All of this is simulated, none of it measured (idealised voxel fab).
The name of this process module is voxel trench capacitor.
300 nm wide, 5 nm square cells: that's cross-section cut.
If you're reading a cross-section in this doc, picture square cells in a grid; it comes to you as bands, top ones listed first down to the bottom, and a band can be one or more rows of cells. It is stipulated that each band's entry specify, in nanometres, the height of the top of the band and then that of its bottom, followed by the materials of the band in left-to-right sequence, each together with its width in nanometres. A single material marked by the word "all across" is understood to fill the band from edge to edge; the word "air" is understood to denote empty space. Below 0: as-received wafer, all one material; heights counted from there. Lowest band: no bottom, goes on down, written "z 0 and below". A width such as "30->40" changes by the same amount from each row of cells to the next, from the band's top row to its bottom row. A step reported as "no modification" is a step in which no cell of the cross-section changed. Reported under the label "Closed cavities" are the empty spaces having no open way to the top and comprising 8 cells or more; the notation for each is width x height at distance, in which the distance is measured from the left edge and all three values are in nm. That trailing text on a step's line, after the settings, is the simulator's own remark on the step. A step's line can hold "overlay nm"; with a mask on that step, the setting says how far right of the planned place the mask lay, while a negative setting says it lay to the left.
THE PROCESS STEPS THAT WERE PLANNED ARE LISTED BELOW
1: RECEIVE | material Si
2: CONFORMAL_DEP | material SiN | thk nm 5
3: DIRECTIONAL_DEP | material aC | thk nm 10
4: PATTERN | tone open | mask id TRENCH | material resist | width nm 20 | pitch nm 35 | thk nm 30 | overlay nm 0
5: DIRECTIONAL_ETCH | etch materials aC | depth nm 10
6: STRIP | etch materials resist
7: DIRECTIONAL_ETCH | etch materials SiN | depth nm 5
8: DIRECTIONAL_ETCH | etch materials Si | depth nm 35
9: STRIP | etch materials aC
10: CONFORMAL_DEP | material SiO2 | thk nm 5
11: FILL_DEP | material polySi | thk nm 10
12: CMP | height nm 5
WAFER CROSS-SECTION ON RECEIPT, I.E. AFTER STEP 1
* z 0 and below = Si all across
* Closed cavities: none
THE CROSS-SECTION SHOWN CORRESPONDS TO THE WAFER AT THE CONCLUSION OF THE MODULE. THE INITIAL STRUCTURE AND THE PROCESS PLAN ARE THOSE PRESENTED ABOVE; HOWEVER, ONE MISTAKE OCCURRED IN EXECUTING THE PLAN
* z 5 to 0 = SiN (110), SiO2 (5), polySi (5), SiO2 (5), SiN (20), SiO2 (5), polySi (5), SiO2 (5), SiN (20), SiO2 (5), polySi (5), SiO2 (5), SiN (105)
* z 0 to -30 = Si (110), SiO2 (5), polySi (5), SiO2 (5), Si (20), SiO2 (5), polySi (5), SiO2 (5), Si (20), SiO2 (5), polySi (5), SiO2 (5), Si (105)
* z -30 to -35 = Si (110), SiO2 (15), Si (20), SiO2 (15), Si (20), SiO2 (15), Si (105)
* z -35 and below = Si all across
* Closed cavities: none
Where did the run depart from the plan? the process deviated at step 4: the operation and settings actually run there were PATTERN | tone open | mask id TRENCH | material resist | width nm 15 | pitch nm 35 | thk nm 30 | overlay nm 0
